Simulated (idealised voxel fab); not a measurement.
Name of the process module below: voxel wiring stack
Square cell edge 5 nm, section width 270 nm, ID cut.
In what follows, cross-sections appear as grids of square cells, described through bands that run from the top down, where every band is one or more rows of cells. It is stipulated that each band's entry specify, in nanometres, the height of the top of the band and then that of its bottom, followed by the materials of the band in left-to-right sequence, each together with its width in nanometres. A single material marked by the word "all across" is understood to fill the band from edge to edge; the word "blank" is understood to denote empty space. Note: height 0 marks the level under which the wafer is uniformly one material as received. Lowest band unbounded below, written "0 down". With a width like "30->40", each row of cells in the band differs from the next by the same amount, the top row carrying the first number and the bottom row the second. "remained the same", as given for a step, is the statement that not any cell of the cross-section underwent a change during that step. Sealed void list: empty space of 8 cells or more with no open way to the top, each as width x height at its distance from the left edge, in nm. Note: text after step settings on the step line = simulator remark on that step. The line of a step may include "overlay nm". On a step with a mask, this value is how far to the right of its planned place the mask lay. A negative value means the mask lay to the left.

## The planned process steps are enumerated hereunder
1) RECEIVE | material Si
2) CONFORMAL_DEP | material SiO2 | thk nm 10
3) DIRECTIONAL_DEP | material TiN | thk nm 5
4) DIRECTIONAL_DEP | material W | thk nm 25
5) DIRECTIONAL_DEP | material aC | thk nm 15
6) PATTERN | tone cover | mask id METAL_1 | material resist | width nm 25 | pitch nm 45 | thk nm 30 | overlay nm 0
7) DIRECTIONAL_ETCH | etch materials aC | depth nm 15
8) STRIP | etch materials resist
9) DIRECTIONAL_ETCH | etch materials W | depth nm 25
10) DIRECTIONAL_ETCH | etch materials TiN | depth nm 5
11) STRIP | etch materials aC
12) FILL_DEP | material lowk | thk nm 10
13) CMP | height nm 40
14) CONFORMAL_DEP | material SiCN | thk nm 5
15) DIRECTIONAL_DEP | material SiO2 | thk nm 10
16) DIRECTIONAL_DEP | material aC | thk nm 10
17) PATTERN | tone open | mask id PLUG_1 | material resist | width nm 15 | thk nm 25 | overlay nm 0
18) DIRECTIONAL_ETCH | etch materials aC | depth nm 10
19) STRIP | etch materials resist
20) DIRECTIONAL_ETCH | etch materials SiO2 | depth nm 10
21) DIRECTIONAL_ETCH | etch materials SiCN | depth nm 5
22) STRIP | etch materials aC
23) EPI | material Ru | thk nm 10
24) EPI | material Ru | thk nm 5
25) CONFORMAL_DEP | material SiN | thk nm 5
26) DIRECTIONAL_DEP | material lowk | thk nm 25
27) DIRECTIONAL_DEP | material aC | thk nm 15
28) PATTERN | tone open | mask id METAL_2 | material resist | width nm 25 | pitch nm 45 | thk nm 30 | overlay nm 0
29) DIRECTIONAL_ETCH | etch materials aC | depth nm 15
30) STRIP | etch materials resist
31) DIRECTIONAL_ETCH | etch materials lowk | depth nm 25
32) DIRECTIONAL_ETCH | etch materials SiN | depth nm 5
33) STRIP | etch materials aC
34) CONFORMAL_DEP | material TiN | thk nm 5
35) FILL_DEP | material Ru | thk nm 5
36) CMP | height nm 85
37) CONFORMAL_DEP | material SiN | thk nm 5

## As received (post step 1): cross-section
- 0 down: Si all across
- Sealed void list: none

## Cross-section taken at module completion on the first of two wafers; processed per the plan
- 90 to 85: SiN all across
- 85 to 60: 100 of lowk / 5 of TiN / 15 of Ru / 5 of TiN / 20 of lowk / 5 of TiN / 15 of Ru / 5 of TiN / 100 of lowk
- 60 to 55: 100 of SiN / 25 of TiN / 20 of SiN / 25 of TiN / 100 of SiN
- 55 to 45: 100 of SiO2 / 15 of Ru / 155 of SiO2
- 45 to 40: 100 of SiCN / 15 of Ru / 155 of SiCN
- 40 to 15: 100 of lowk / 25 of W / 20 of lowk / 25 of W / 100 of lowk
- 15 to 10: 100 of lowk / 25 of TiN / 20 of lowk / 25 of TiN / 100 of lowk
- 10 to 0: SiO2 all across
- 0 down: Si all across
- Sealed void list: none

## Wafer two, sectioned after the module: the first wafer's start, the first wafer's plan, and one mistake in how it was run
- 90 to 85: SiN all across
- 85 to 60: 100 of lowk / 5 of TiN / 15 of Ru / 5 of TiN / 20 of lowk / 5 of TiN / 15 of Ru / 5 of TiN / 100 of lowk
- 60 to 55: 100 of SiN / 25 of TiN / 20 of SiN / 25 of TiN / 100 of SiN
- 55 to 45: 95 of SiO2 / 25 of Ru / 150 of SiO2
- 45 to 40: 95 of SiCN / 25 of Ru / 150 of SiCN
- 40 to 15: 100 of lowk / 25 of W / 20 of lowk / 25 of W / 100 of lowk
- 15 to 10: 100 of lowk / 25 of TiN / 20 of lowk / 25 of TiN / 100 of lowk
- 10 to 0: SiO2 all across
- 0 down: Si all across
- Sealed void list: none
Plan not followed: heads up, step 17 didn't go per plan, it actually ran as PATTERN | tone open | mask id PLUG_1 | material resist | width nm 25 | thk nm 25 | overlay nm 0
The final cell counts differ between the wafers, with the second having more or fewer of some materials than the first: +6 Ru; -2 SiCN; -4 SiO2
